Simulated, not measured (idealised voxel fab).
This section sets out a process module, namely voxel capacitor over wiring.
The cross-section on display is named cut; it measures 180 nm wide, and its cells are 5 nm squares.
Just so we're on the same page, the cross-sections are grids of square cells, and they're listed out in bands top to bottom, each band one or more rows deep. In this notation a band is specified by the heights of its top and bottom, in that order and in nm, after which its materials appear from left to right, each paired with its width in nm. The word "everywhere" attached to a single material means that material fills the band from edge to edge; the word "air" stands for empty space. For the purposes of this specification, 0 denotes the height below which the wafer in its as-received condition is composed wholly of one material, and the lowermost band, lacking a lower limit, extends downward without end, as expressed in "0 nm and below". A width given as "30->40" starts at the first number in the band's top row and ends at the second number in its bottom row, shifting by an equal amount at every step from row to row. Reading "nothing got changed" for a step: not a cell of the cross-section changed in it. So "Enclosed cavity list" is basically the list of trapped voids: any empty space of 8 cells or more that can't reach the top through an opening. They're written width x height at distance, the distance being from the left edge, and it's all nm. On each step's line, the part that comes after the settings is the simulator's own comment on the step. overlay nm: mask right of planned place by this much (step with mask). Neg. = left. Each of the pairs that make up the rest of this document says: here is the cross-section before one process step, here is the cross-section after it, drawn only down to the lowest band that changed, and here, under the pair, is the step lying between them with its settings. Different pairs may come from different runs of this module on the same starting wafer, so a pair continues from the pair above it only where its entry headed "Before-step section" says so.

### Before-step section
- 0 nm and below  Si everywhere
- Enclosed cavity list: none

### Section, Post-Step
- 10 nm to 0 nm  SiO2 everywhere
- Under the height 0 nothing was changed.
- Enclosed cavity list: none
Formally, the process step situated between the two cross-sections above is CONFORMAL_DEP (material SiO2; thk nm 10)

Before-step section: equal to the after panel directly above.

### Section, Post-Step
- 15 nm to 10 nm  TiN everywhere
- Under the height 10 nothing was changed.
- Enclosed cavity list: none
Formally, the process step situated between the two cross-sections above is DIRECTIONAL_DEP (material TiN; thk nm 5)

Before-step section: equal to the after panel directly above.

### Section, Post-Step
- 30 nm to 15 nm  Ru everywhere
- Under the height 15 nothing was changed.
- Enclosed cavity list: none
Formally, the process step situated between the two cross-sections above is DIRECTIONAL_DEP (material Ru; thk nm 15)

Before-step section: equal to the after panel directly above.

### Section, Post-Step
- 50 nm to 30 nm  air=35  resist=25  air=60  resist=25  air=35
- Under the height 30 nothing was changed.
- Enclosed cavity list: none
Formally, the process step situated between the two cross-sections above is PATTERN (tone cover; mask id METAL_1; material resist; width nm 25; pitch nm 85; thk nm 20; overlay nm 0)

Before-step section: equal to the after panel directly above.

### Section, Post-Step
- 50 nm to 30 nm  air=35  resist=25  air=60  resist=25  air=35
- 30 nm to 15 nm  air=35  Ru=25  air=60  Ru=25  air=35
- Under the height 15 nothing was changed.
- Enclosed cavity list: none
Formally, the process step situated between the two cross-sections above is DIRECTIONAL_ETCH (etch materials Ru; depth nm 15)

Before-step section: equal to the after panel directly above.

### Section, Post-Step
- 50 nm to 30 nm  air=35  resist=25  air=60  resist=25  air=35
- 30 nm to 15 nm  air=35  Ru=25  air=60  Ru=25  air=35
- 15 nm to 10 nm  air=35  TiN=25  air=60  TiN=25  air=35
- Under the height 10 nothing was changed.
- Enclosed cavity list: none
Formally, the process step situated between the two cross-sections above is DIRECTIONAL_ETCH (etch materials TiN; depth nm 5)

Before-step section: equal to the after panel directly above.

### Section, Post-Step
- 30 nm to 15 nm  air=35  Ru=25  air=60  Ru=25  air=35
- Under the height 15 nothing was changed.
- Enclosed cavity list: none
Formally, the process step situated between the two cross-sections above is STRIP (etch materials resist)

Before-step section: equal to the after panel directly above.

### Section, Post-Step
- 35 nm to 30 nm  air=30  SiCN=35  air=50  SiCN=35  air=30
- 30 nm to 15 nm  air=30  SiCN=5  Ru=25  SiCN=5  air=50  SiCN=5  Ru=25  SiCN=5  air=30
- 15 nm to 10 nm  SiCN=35  TiN=25  SiCN=60  TiN=25  SiCN=35
- Under the height 10 nothing was changed.
- Enclosed cavity list: none
Formally, the process step situated between the two cross-sections above is CONFORMAL_DEP (material SiCN; thk nm 5)

Before-step section: equal to the after panel directly above.

### Section, Post-Step
- 45 nm to 35 nm  SiO2 everywhere
- 35 nm to 30 nm  SiO2=30  SiCN=35  SiO2=50  SiCN=35  SiO2=30
- 30 nm to 15 nm  SiO2=30  SiCN=5  Ru=25  SiCN=5  SiO2=50  SiCN=5  Ru=25  SiCN=5  SiO2=30
- Under the height 15 nothing was changed.
- Enclosed cavity list: none
Formally, the process step situated between the two cross-sections above is FILL_DEP (material SiO2; thk nm 10)

Before-step section: equal to the after panel directly above.

### Section, Post-Step
- 30 nm to 15 nm  SiO2=30  SiCN=5  Ru=25  SiCN=5  SiO2=50  SiCN=5  Ru=25  SiCN=5  SiO2=30
- Under the height 15 nothing was changed.
- Enclosed cavity list: none
Formally, the process step situated between the two cross-sections above is CMP (height nm 30)

Before-step section: equal to the after panel directly above.

### Section, Post-Step
- 35 nm to 30 nm  SiCN everywhere
- Under the height 30 nothing was changed.
- Enclosed cavity list: none
Formally, the process step situated between the two cross-sections above is CONFORMAL_DEP (material SiCN; thk nm 5)

Before-step section: equal to the after panel directly above.

### Section, Post-Step
- 50 nm to 35 nm  SiO2 everywhere
- Under the height 35 nothing was changed.
- Enclosed cavity list: none
Formally, the process step situated between the two cross-sections above is DIRECTIONAL_DEP (material SiO2; thk nm 15)

Before-step section: equal to the after panel directly above.

### Section, Post-Step
- 60 nm to 50 nm  aC everywhere
- Under the height 50 nothing was changed.
- Enclosed cavity list: none
Formally, the process step situated between the two cross-sections above is DIRECTIONAL_DEP (material aC; thk nm 10)

Before-step section: equal to the after panel directly above.

### Section, Post-Step
- 85 nm to 60 nm  resist=45  air=15  resist=120
- Under the height 60 nothing was changed.
- Enclosed cavity list: none
Formally, the process step situated between the two cross-sections above is PATTERN (tone open; mask id PLUG_1; material resist; width nm 15; thk nm 25; overlay nm 0)

Before-step section: equal to the after panel directly above.

### Section, Post-Step
- 75 nm to 60 nm  resist=45  air=15  resist=120
- 60 nm to 50 nm  aC=45  air=15  aC=120
- Under the height 50 nothing was changed.
- Enclosed cavity list: none
Formally, the process step situated between the two cross-sections above is DIRECTIONAL_ETCH (etch materials aC; depth nm 10)

Before-step section: equal to the after panel directly above.

### Section, Post-Step
- 60 nm to 50 nm  aC=45  air=15  aC=120
- Under the height 50 nothing was changed.
- Enclosed cavity list: none
Formally, the process step situated between the two cross-sections above is STRIP (etch materials resist)

Before-step section: equal to the after panel directly above.

### Section, Post-Step
- 60 nm to 50 nm  aC=45  air=15  aC=120
- 50 nm to 35 nm  SiO2=45  air=15  SiO2=120
- Under the height 35 nothing was changed.
- Enclosed cavity list: none
Formally, the process step situated between the two cross-sections above is DIRECTIONAL_ETCH (etch materials SiO2; depth nm 15)

Before-step section: equal to the after panel directly above.

### Section, Post-Step
- 60 nm to 50 nm  aC=45  air=15  aC=120
- 50 nm to 35 nm  SiO2=45  air=15  SiO2=120
- 35 nm to 30 nm  SiCN=45  air=15  SiCN=120
- Under the height 30 nothing was changed.
- Enclosed cavity list: none
Formally, the process step situated between the two cross-sections above is DIRECTIONAL_ETCH (etch materials SiCN; depth nm 5)

Before-step section: equal to the after panel directly above.

### Section, Post-Step
- 50 nm to 35 nm  SiO2=45  air=15  SiO2=120
- Under the height 35 nothing was changed.
- Enclosed cavity list: none
Formally, the process step situated between the two cross-sections above is STRIP (etch materials aC)

Before-step section: equal to the after panel directly above.

### Section, Post-Step
- 50 nm to 40 nm  SiO2=45  air=15  SiO2=120
- 40 nm to 35 nm  SiO2=45  Ru=15  SiO2=120
- 35 nm to 30 nm  SiCN=45  Ru=15  SiCN=120
- Under the height 30 nothing was changed.
- Enclosed cavity list: none
Formally, the process step situated between the two cross-sections above is EPI (material Ru; thk nm 10)

Before-step section: equal to the after panel directly above.

### Section, Post-Step
- 50 nm to 35 nm  SiO2=45  Ru=15  SiO2=120
- Under the height 35 nothing was changed.
- Enclosed cavity list: none
Formally, the process step situated between the two cross-sections above is EPI (material Ru; thk nm 10)

Before-step section: equal to the after panel directly above.

### Section, Post-Step
- 60 nm to 50 nm  TiN everywhere
- Under the height 50 nothing was changed.
- Enclosed cavity list: none
Formally, the process step situated between the two cross-sections above is DIRECTIONAL_DEP (material TiN; thk nm 10)

Before-step section: equal to the after panel directly above.

### Section, Post-Step
- 65 nm to 60 nm  SiN everywhere
- Under the height 60 nothing was changed.
- Enclosed cavity list: none
Formally, the process step situated between the two cross-sections above is DIRECTIONAL_DEP (material SiN; thk nm 5)

Before-step section: equal to the after panel directly above.

### Section, Post-Step
- 70 nm to 65 nm  TiN everywhere
- Under the height 65 nothing was changed.
- Enclosed cavity list: none
Formally, the process step situated between the two cross-sections above is DIRECTIONAL_DEP (material TiN; thk nm 5)

Before-step section: equal to the after panel directly above.

### Section, Post-Step
- 85 nm to 70 nm  aC everywhere
- Under the height 70 nothing was changed.
- Enclosed cavity list: none
Formally, the process step situated between the two cross-sections above is DIRECTIONAL_DEP (material aC; thk nm 15)

Before-step section: equal to the after panel directly above.

### Section, Post-Step
- 120 nm to 85 nm  air=45  resist=65  air=70
- Under the height 85 nothing was changed.
- Enclosed cavity list: none
Formally, the process step situated between the two cross-sections above is PATTERN (tone cover; mask id UPPER_PLATE; material resist; width nm 65; thk nm 35; overlay nm 0)

Before-step section: equal to the after panel directly above.

### Section, Post-Step
- 105 nm to 85 nm  air=45  resist=65  air=70
- 85 nm to 70 nm  air=45  aC=65  air=70
- Under the height 70 nothing was changed.
- Enclosed cavity list: none
Formally, the process step situated between the two cross-sections above is DIRECTIONAL_ETCH (etch materials aC; depth nm 15)

Before-step section: equal to the after panel directly above.

### Section, Post-Step
- 85 nm to 70 nm  air=45  aC=65  air=70
- Under the height 70 nothing was changed.
- Enclosed cavity list: none
Formally, the process step situated between the two cross-sections above is STRIP (etch materials resist)

Before-step section: equal to the after panel directly above.

### Section, Post-Step
- 85 nm to 70 nm  air=45  aC=65  air=70
- 70 nm to 65 nm  air=45  TiN=65  air=70
- Under the height 65 nothing was changed.
- Enclosed cavity list: none
Formally, the process step situated between the two cross-sections above is DIRECTIONAL_ETCH (etch materials TiN; depth nm 5)

Before-step section: equal to the after panel directly above.

### Section, Post-Step
- 85 nm to 70 nm  air=45  aC=65  air=70
- 70 nm to 65 nm  air=45  TiN=65  air=70
- 65 nm to 60 nm  air=45  SiN=65  air=70
- Under the height 60 nothing was changed.
- Enclosed cavity list: none
Formally, the process step situated between the two cross-sections above is DIRECTIONAL_ETCH (etch materials SiN; depth nm 5)

Before-step section: equal to the after panel directly above.

### Section, Post-Step
- 70 nm to 65 nm  air=45  TiN=65  air=70
- Under the height 65 nothing was changed.
- Enclosed cavity list: none
Formally, the process step situated between the two cross-sections above is STRIP (etch materials aC)

Before-step section: equal to the after panel directly above.

### Section, Post-Step
- 85 nm to 70 nm  air=40  resist=75  air=65
- 70 nm to 65 nm  air=40  resist=5  TiN=65  resist=5  air=65
- 65 nm to 60 nm  air=40  resist=5  SiN=65  resist=5  air=65
- Under the height 60 nothing was changed.
- Enclosed cavity list: none
Formally, the process step situated between the two cross-sections above is PATTERN (tone cover; mask id LOWER_PLATE; material resist; width nm 75; thk nm 15; overlay nm 0)

Before-step section: equal to the after panel directly above.

### Section, Post-Step
- 85 nm to 70 nm  air=40  resist=75  air=65
- 70 nm to 65 nm  air=40  resist=5  TiN=65  resist=5  air=65
- 65 nm to 60 nm  air=40  resist=5  SiN=65  resist=5  air=65
- 60 nm to 50 nm  air=40  TiN=75  air=65
- Under the height 50 nothing was changed.
- Enclosed cavity list: none
Formally, the process step situated between the two cross-sections above is DIRECTIONAL_ETCH (etch materials TiN; depth nm 10)

Before-step section: equal to the after panel directly above.

### Section, Post-Step
- 70 nm to 65 nm  air=45  TiN=65  air=70
- 65 nm to 60 nm  air=45  SiN=65  air=70
- Under the height 60 nothing was changed.
- Enclosed cavity list: none
Formally, the process step situated between the two cross-sections above is STRIP (etch materials resist)

Before-step section: equal to the after panel directly above.

### Section, Post-Step
- 85 nm to 70 nm  SiO2 everywhere
- 70 nm to 65 nm  SiO2=45  TiN=65  SiO2=70
- 65 nm to 60 nm  SiO2=45  SiN=65  SiO2=70
- 60 nm to 50 nm  SiO2=40  TiN=75  SiO2=65
- Under the height 50 nothing was changed.
- Enclosed cavity list: none
Formally, the process step situated between the two cross-sections above is FILL_DEP (material SiO2; thk nm 15)

Before-step section: equal to the after panel directly above.

### Section, Post-Step
- 80 nm to 70 nm  SiO2 everywhere
- Under the height 70 nothing was changed.
- Enclosed cavity list: none
Formally, the process step situated between the two cross-sections above is CMP (height nm 80)

Before-step section: equal to the after panel directly above.

### Section, Post-Step
- 80 nm to 70 nm  SiO2=55  air=15  SiO2=110
- Under the height 70 nothing was changed.
- Enclosed cavity list: none
Formally, the process step situated between the two cross-sections above is MASKED_ETCH (tone open; mask id PLUG_2; width nm 15; etch materials SiO2; depth nm 10; overlay nm 0)

Before-step section: equal to the after panel directly above.

### Section, Post-Step
- 85 nm to 80 nm  TiN=60  air=5  TiN=115
- 80 nm to 75 nm  SiO2=55  TiN=5  air=5  TiN=5  SiO2=110
- 75 nm to 65 nm  SiO2=55->45  TiN=15->65  SiO2=110->70
- Under the height 65 nothing was changed.
- Enclosed cavity list: none
Formally, the process step situated between the two cross-sections above is CONFORMAL_DEP (material TiN; thk nm 5)

Before-step section: equal to the after panel directly above.

### Section, Post-Step
- 95 nm to 85 nm  Cu everywhere
- 85 nm to 80 nm  TiN=60  Cu=5  TiN=115
- 80 nm to 75 nm  SiO2=55  TiN=5  Cu=5  TiN=5  SiO2=110
- Under the height 75 nothing was changed.
- Enclosed cavity list: none
Formally, the process step situated between the two cross-sections above is FILL_DEP (material Cu; thk nm 10)

Before-step section: equal to the after panel directly above.

### Section, Post-Step
- 80 nm to 75 nm  SiO2=55  TiN=5  Cu=5  TiN=5  SiO2=110
- Under the height 75 nothing was changed.
- Enclosed cavity list: none
Formally, the process step situated between the two cross-sections above is CMP (height nm 80)

Before-step section: equal to the after panel directly above.

### Section, Post-Step
- 85 nm to 80 nm  SiN everywhere
- Under the height 80 nothing was changed.
- Enclosed cavity list: none
Formally, the process step situated between the two cross-sections above is CONFORMAL_DEP (material SiN; thk nm 5)

### Before-step section
- 0 nm and below  Si everywhere
- Enclosed cavity list: none

### Section, Post-Step
- 5 nm to 0 nm  TiN everywhere
- Under the height 0 nothing was changed.
- Enclosed cavity list: none
Formally, the process step situated between the two cross-sections above is DIRECTIONAL_DEP (material TiN; thk nm 5)

Before-step section: equal to the after panel directly above.

### Section, Post-Step
- 20 nm to 5 nm  Ru everywhere
- Under the height 5 nothing was changed.
- Enclosed cavity list: none
Formally, the process step situated between the two cross-sections above is DIRECTIONAL_DEP (material Ru; thk nm 15)

Before-step section: equal to the after panel directly above.

### Section, Post-Step
- 40 nm to 20 nm  air=35  resist=25  air=60  resist=25  air=35
- Under the height 20 nothing was changed.
- Enclosed cavity list: none
Formally, the process step situated between the two cross-sections above is PATTERN (tone cover; mask id METAL_1; material resist; width nm 25; pitch nm 85; thk nm 20; overlay nm 0)

Before-step section: equal to the after panel directly above.

### Section, Post-Step
- 40 nm to 20 nm  air=35  resist=25  air=60  resist=25  air=35
- 20 nm to 5 nm  air=35  Ru=25  air=60  Ru=25  air=35
- Under the height 5 nothing was changed.
- Enclosed cavity list: none
Formally, the process step situated between the two cross-sections above is DIRECTIONAL_ETCH (etch materials Ru; depth nm 15)

Before-step section: equal to the after panel directly above.

### Section, Post-Step
- 40 nm to 20 nm  air=35  resist=25  air=60  resist=25  air=35
- 20 nm to 5 nm  air=35  Ru=25  air=60  Ru=25  air=35
- 5 nm to 0 nm  air=35  TiN=25  air=60  TiN=25  air=35
- Under the height 0 nothing was changed.
- Enclosed cavity list: none
Formally, the process step situated between the two cross-sections above is DIRECTIONAL_ETCH (etch materials TiN; depth nm 5)

Before-step section: equal to the after panel directly above.

### Section, Post-Step
- 20 nm to 5 nm  air=35  Ru=25  air=60  Ru=25  air=35
- Under the height 5 nothing was changed.
- Enclosed cavity list: none
Formally, the process step situated between the two cross-sections above is STRIP (etch materials resist)

Before-step section: equal to the after panel directly above.

### Section, Post-Step
- 25 nm to 20 nm  air=30  SiCN=35  air=50  SiCN=35  air=30
- 20 nm to 5 nm  air=30  SiCN=5  Ru=25  SiCN=5  air=50  SiCN=5  Ru=25  SiCN=5  air=30
- 5 nm to 0 nm  SiCN=35  TiN=25  SiCN=60  TiN=25  SiCN=35
- Under the height 0 nothing was changed.
- Enclosed cavity list: none
Formally, the process step situated between the two cross-sections above is CONFORMAL_DEP (material SiCN; thk nm 5)

Before-step section: equal to the after panel directly above.

### Section, Post-Step
- 35 nm to 25 nm  SiO2 everywhere
- 25 nm to 20 nm  SiO2=30  SiCN=35  SiO2=50  SiCN=35  SiO2=30
- 20 nm to 5 nm  SiO2=30  SiCN=5  Ru=25  SiCN=5  SiO2=50  SiCN=5  Ru=25  SiCN=5  SiO2=30
- Under the height 5 nothing was changed.
- Enclosed cavity list: none
Formally, the process step situated between the two cross-sections above is FILL_DEP (material SiO2; thk nm 10)

Before-step section: equal to the after panel directly above.

### Section, Post-Step
- 30 nm to 25 nm  SiO2 everywhere
- Under the height 25 nothing was changed.
- Enclosed cavity list: none
Formally, the process step situated between the two cross-sections above is CMP (height nm 30)

Before-step section: equal to the after panel directly above.

### Section, Post-Step
- 35 nm to 30 nm  SiCN everywhere
- Under the height 30 nothing was changed.
- Enclosed cavity list: none
Formally, the process step situated between the two cross-sections above is CONFORMAL_DEP (material SiCN; thk nm 5)

Before-step section: equal to the after panel directly above.

### Section, Post-Step
- 50 nm to 35 nm  SiO2 everywhere
- Under the height 35 nothing was changed.
- Enclosed cavity list: none
Formally, the process step situated between the two cross-sections above is DIRECTIONAL_DEP (material SiO2; thk nm 15)

Before-step section: equal to the after panel directly above.

### Section, Post-Step
- 60 nm to 50 nm  aC everywhere
- Under the height 50 nothing was changed.
- Enclosed cavity list: none
Formally, the process step situated between the two cross-sections above is DIRECTIONAL_DEP (material aC; thk nm 10)

Before-step section: equal to the after panel directly above.

### Section, Post-Step
- 85 nm to 60 nm  resist=45  air=15  resist=120
- Under the height 60 nothing was changed.
- Enclosed cavity list: none
Formally, the process step situated between the two cross-sections above is PATTERN (tone open; mask id PLUG_1; material resist; width nm 15; thk nm 25; overlay nm 0)

Before-step section: equal to the after panel directly above.

### Section, Post-Step
- 75 nm to 60 nm  resist=45  air=15  resist=120
- 60 nm to 50 nm  aC=45  air=15  aC=120
- Under the height 50 nothing was changed.
- Enclosed cavity list: none
Formally, the process step situated between the two cross-sections above is DIRECTIONAL_ETCH (etch materials aC; depth nm 10)

Before-step section: equal to the after panel directly above.

### Section, Post-Step
- 60 nm to 50 nm  aC=45  air=15  aC=120
- Under the height 50 nothing was changed.
- Enclosed cavity list: none
Formally, the process step situated between the two cross-sections above is STRIP (etch materials resist)

Before-step section: equal to the after panel directly above.

### Section, Post-Step
- 60 nm to 50 nm  aC=45  air=15  aC=120
- 50 nm to 35 nm  SiO2=45  air=15  SiO2=120
- Under the height 35 nothing was changed.
- Enclosed cavity list: none
Formally, the process step situated between the two cross-sections above is DIRECTIONAL_ETCH (etch materials SiO2; depth nm 15)

Before-step section: equal to the after panel directly above.

### Section, Post-Step
- 60 nm to 50 nm  aC=45  air=15  aC=120
- 50 nm to 35 nm  SiO2=45  air=15  SiO2=120
- 35 nm to 30 nm  SiCN=45  air=15  SiCN=120
- Under the height 30 nothing was changed.
- Enclosed cavity list: none
Formally, the process step situated between the two cross-sections above is DIRECTIONAL_ETCH (etch materials SiCN; depth nm 5)

Before-step section: equal to the after panel directly above.

### Section, Post-Step
- 50 nm to 35 nm  SiO2=45  air=15  SiO2=120
- Under the height 35 nothing was changed.
- Enclosed cavity list: none
Formally, the process step situated between the two cross-sections above is STRIP (etch materials aC)

Before-step section: equal to the after panel directly above.

### Section, Post-Step
- 60 nm to 50 nm  TiN=45  air=15  TiN=120
- 50 nm to 40 nm  SiO2=45  air=15  SiO2=120
- 40 nm to 35 nm  SiO2=45  TiN=15  SiO2=120
- 35 nm to 30 nm  SiCN=45  TiN=15  SiCN=120
- Under the height 30 nothing was changed.
- Enclosed cavity list: none
Formally, the process step situated between the two cross-sections above is DIRECTIONAL_DEP (material TiN; thk nm 10)

Before-step section: equal to the after panel directly above.

### Section, Post-Step
- 65 nm to 60 nm  SiN=45  air=15  SiN=120
- 60 nm to 50 nm  TiN=45  air=15  TiN=120
- 50 nm to 45 nm  SiO2=45  air=15  SiO2=120
- 45 nm to 40 nm  SiO2=45  SiN=15  SiO2=120
- Under the height 40 nothing was changed.
- Enclosed cavity list: none
Formally, the process step situated between the two cross-sections above is DIRECTIONAL_DEP (material SiN; thk nm 5)

Before-step section: equal to the after panel directly above.

### Section, Post-Step
- 70 nm to 65 nm  TiN=45  air=15  TiN=120
- 65 nm to 60 nm  SiN=45  air=15  SiN=120
- 60 nm to 50 nm  TiN=45  air=15  TiN=120
- 50 nm to 45 nm  SiO2=45  TiN=15  SiO2=120
- Under the height 45 nothing was changed.
- Enclosed cavity list: none
Formally, the process step situated between the two cross-sections above is DIRECTIONAL_DEP (material TiN; thk nm 5)

Before-step section: equal to the after panel directly above.

### Section, Post-Step
- 85 nm to 70 nm  aC=45  air=15  aC=120
- 70 nm to 65 nm  TiN=45  air=15  TiN=120
- 65 nm to 60 nm  SiN=45  aC=15  SiN=120
- 60 nm to 50 nm  TiN=45  aC=15  TiN=120
- Under the height 50 nothing was changed.
- Enclosed cavity list: none
Formally, the process step situated between the two cross-sections above is DIRECTIONAL_DEP (material aC; thk nm 15)

Before-step section: equal to the after panel directly above.

### Section, Post-Step
- 120 nm to 85 nm  air=45  resist=65  air=70
- 85 nm to 70 nm  aC=45  resist=15  aC=120
- 70 nm to 65 nm  TiN=45  resist=15  TiN=120
- Under the height 65 nothing was changed.
- Enclosed cavity list: none
Formally, the process step situated between the two cross-sections above is PATTERN (tone cover; mask id UPPER_PLATE; material resist; width nm 65; thk nm 35; overlay nm 0)

Before-step section: equal to the after panel directly above.

### Section, Post-Step
- 105 nm to 85 nm  air=45  resist=65  air=70
- 85 nm to 70 nm  air=45  resist=15  aC=50  air=70
- Under the height 70 nothing was changed.
- Enclosed cavity list: none
Formally, the process step situated between the two cross-sections above is DIRECTIONAL_ETCH (etch materials aC; depth nm 15)

Before-step section: equal to the after panel directly above.

### Section, Post-Step
- 85 nm to 70 nm  air=60  aC=50  air=70
- 70 nm to 65 nm  TiN=45  air=15  TiN=120
- Under the height 65 nothing was changed.
- Enclosed cavity list: none
Formally, the process step situated between the two cross-sections above is STRIP (etch materials resist)

Before-step section: equal to the after panel directly above.

### Section, Post-Step
- 85 nm to 70 nm  air=60  aC=50  air=70
- 70 nm to 65 nm  air=60  TiN=50  air=70
- Under the height 65 nothing was changed.
- Enclosed cavity list: none
Formally, the process step situated between the two cross-sections above is DIRECTIONAL_ETCH (etch materials TiN; depth nm 5)

Before-step section: equal to the after panel directly above.

### Section, Post-Step
- 85 nm to 70 nm  air=60  aC=50  air=70
- 70 nm to 65 nm  air=60  TiN=50  air=70
- 65 nm to 60 nm  air=45  aC=15  SiN=50  air=70
- Under the height 60 nothing was changed.
- Enclosed cavity list: none
Formally, the process step situated between the two cross-sections above is DIRECTIONAL_ETCH (etch materials SiN; depth nm 5)

Before-step section: equal to the after panel directly above.

### Section, Post-Step
- 70 nm to 65 nm  air=60  TiN=50  air=70
- 65 nm to 60 nm  air=60  SiN=50  air=70
- 60 nm to 50 nm  TiN=45  air=15  TiN=120
- Under the height 50 nothing was changed.
- Enclosed cavity list: none
Formally, the process step situated between the two cross-sections above is STRIP (etch materials aC)

Before-step section: equal to the after panel directly above.

### Section, Post-Step
- 85 nm to 70 nm  air=40  resist=75  air=65
- 70 nm to 65 nm  air=40  resist=20  TiN=50  resist=5  air=65
- 65 nm to 60 nm  air=40  resist=20  SiN=50  resist=5  air=65
- 60 nm to 50 nm  TiN=45  resist=15  TiN=120
- Under the height 50 nothing was changed.
- Enclosed cavity list: none
Formally, the process step situated between the two cross-sections above is PATTERN (tone cover; mask id LOWER_PLATE; material resist; width nm 75; thk nm 15; overlay nm 0)

Before-step section: equal to the after panel directly above.

### Section, Post-Step
- 85 nm to 70 nm  air=40  resist=75  air=65
- 70 nm to 65 nm  air=40  resist=20  TiN=50  resist=5  air=65
- 65 nm to 60 nm  air=40  resist=20  SiN=50  resist=5  air=65
- 60 nm to 50 nm  air=40  TiN=5  resist=15  TiN=55  air=65
- Under the height 50 nothing was changed.
- Enclosed cavity list: none
Formally, the process step situated between the two cross-sections above is DIRECTIONAL_ETCH (etch materials TiN; depth nm 10)

Before-step section: equal to the after panel directly above.

### Section, Post-Step
- 70 nm to 65 nm  air=60  TiN=50  air=70
- 65 nm to 60 nm  air=60  SiN=50  air=70
- 60 nm to 50 nm  air=40  TiN=5  air=15  TiN=55  air=65
- Under the height 50 nothing was changed.
- Enclosed cavity list: none
Formally, the process step situated between the two cross-sections above is STRIP (etch materials resist)

Before-step section: equal to the after panel directly above.

### Section, Post-Step
- 85 nm to 70 nm  SiO2 everywhere
- 70 nm to 65 nm  SiO2=60  TiN=50  SiO2=70
- 65 nm to 60 nm  SiO2=60  SiN=50  SiO2=70
- 60 nm to 50 nm  SiO2=40  TiN=5  SiO2=15  TiN=55  SiO2=65
- Under the height 50 nothing was changed.
- Enclosed cavity list: none
Formally, the process step situated between the two cross-sections above is FILL_DEP (material SiO2; thk nm 15)

Before-step section: equal to the after panel directly above.

### Section, Post-Step
- 80 nm to 70 nm  SiO2 everywhere
- Under the height 70 nothing was changed.
- Enclosed cavity list: none
Formally, the process step situated between the two cross-sections above is CMP (height nm 80)

Before-step section: equal to the after panel directly above.

### Section, Post-Step
- 80 nm to 70 nm  SiO2=55  air=15  SiO2=110
- Under the height 70 nothing was changed.
- Enclosed cavity list: none
Formally, the process step situated between the two cross-sections above is MASKED_ETCH (tone open; mask id PLUG_2; width nm 15; etch materials SiO2; depth nm 10; overlay nm 0)

Before-step section: equal to the after panel directly above.

### Section, Post-Step
- 85 nm to 80 nm  TiN=60  air=5  TiN=115
- 80 nm to 75 nm  SiO2=55  TiN=5  air=5  TiN=5  SiO2=110
- 75 nm to 65 nm  SiO2=55->60  TiN=15->50  SiO2=110->70
- Under the height 65 nothing was changed.
- Enclosed cavity list: none
Formally, the process step situated between the two cross-sections above is CONFORMAL_DEP (material TiN; thk nm 5)

Before-step section: equal to the after panel directly above.

### Section, Post-Step
- 95 nm to 85 nm  Cu everywhere
- 85 nm to 80 nm  TiN=60  Cu=5  TiN=115
- 80 nm to 75 nm  SiO2=55  TiN=5  Cu=5  TiN=5  SiO2=110
- Under the height 75 nothing was changed.
- Enclosed cavity list: none
Formally, the process step situated between the two cross-sections above is FILL_DEP (material Cu; thk nm 10)

Before-step section: equal to the after panel directly above.

### Section, Post-Step
- 80 nm to 75 nm  SiO2=55  TiN=5  Cu=5  TiN=5  SiO2=110
- Under the height 75 nothing was changed.
- Enclosed cavity list: none
Formally, the process step situated between the two cross-sections above is CMP (height nm 80)

Before-step section: equal to the after panel directly above.

### Section, Post-Step
- 85 nm to 80 nm  SiN everywhere
- Under the height 80 nothing was changed.
- Enclosed cavity list: none
Formally, the process step situated between the two cross-sections above is CONFORMAL_DEP (material SiN; thk nm 5)

### Before-step section
- 50 nm to 35 nm  SiO2=45  Ru=15  SiO2=120
- 35 nm to 30 nm  SiCN=45  Ru=15  SiCN=120
- 30 nm to 15 nm  SiO2=30  SiCN=5  Ru=25  SiCN=5  SiO2=50  SiCN=5  Ru=25  SiCN=5  SiO2=30
- 15 nm to 10 nm  SiCN=35  TiN=25  SiCN=60  TiN=25  SiCN=35
- 10 nm to 0 nm  SiO2 everywhere
- 0 nm and below  Si everywhere
- Enclosed cavity list: none

### Section, Post-Step
- 60 nm to 50 nm  air=35  Ru=35  air=110
- Under the height 50 nothing was changed.
- Enclosed cavity list: none
Formally, the process step situated between the two cross-sections above is EPI (material Ru; thk nm 10)

Before-step section: equal to the after panel directly above.

### Section, Post-Step
- 70 nm to 60 nm  air=35  TiN=35  air=110
- 60 nm to 50 nm  TiN=35  Ru=35  TiN=110
- Under the height 50 nothing was changed.
- Enclosed cavity list: none
Formally, the process step situated between the two cross-sections above is DIRECTIONAL_DEP (material TiN; thk nm 10)

Before-step section: equal to the after panel directly above.

### Section, Post-Step
- 75 nm to 70 nm  air=35  SiN=35  air=110
- 70 nm to 65 nm  air=35  TiN=35  air=110
- 65 nm to 60 nm  SiN=35  TiN=35  SiN=110
- Under the height 60 nothing was changed.
- Enclosed cavity list: none
Formally, the process step situated between the two cross-sections above is DIRECTIONAL_DEP (material SiN; thk nm 5)

Before-step section: equal to the after panel directly above.

### Section, Post-Step
- 80 nm to 75 nm  air=35  TiN=35  air=110
- 75 nm to 70 nm  air=35  SiN=35  air=110
- 70 nm to 65 nm  TiN everywhere
- Under the height 65 nothing was changed.
- Enclosed cavity list: none
Formally, the process step situated between the two cross-sections above is DIRECTIONAL_DEP (material TiN; thk nm 5)

Before-step section: equal to the after panel directly above.

### Section, Post-Step
- 95 nm to 85 nm  air=35  aC=35  air=110
- 85 nm to 80 nm  aC everywhere
- 80 nm to 75 nm  aC=35  TiN=35  aC=110
- 75 nm to 70 nm  aC=35  SiN=35  aC=110
- Under the height 70 nothing was changed.
- Enclosed cavity list: none
Formally, the process step situated between the two cross-sections above is DIRECTIONAL_DEP (material aC; thk nm 15)

Before-step section: equal to the after panel directly above.

### Section, Post-Step
- 130 nm to 95 nm  air=45  resist=65  air=70
- 95 nm to 85 nm  air=35  aC=35  resist=40  air=70
- Under the height 85 nothing was changed.
- Enclosed cavity list: none
Formally, the process step situated between the two cross-sections above is PATTERN (tone cover; mask id UPPER_PLATE; material resist; width nm 65; thk nm 35; overlay nm 0)
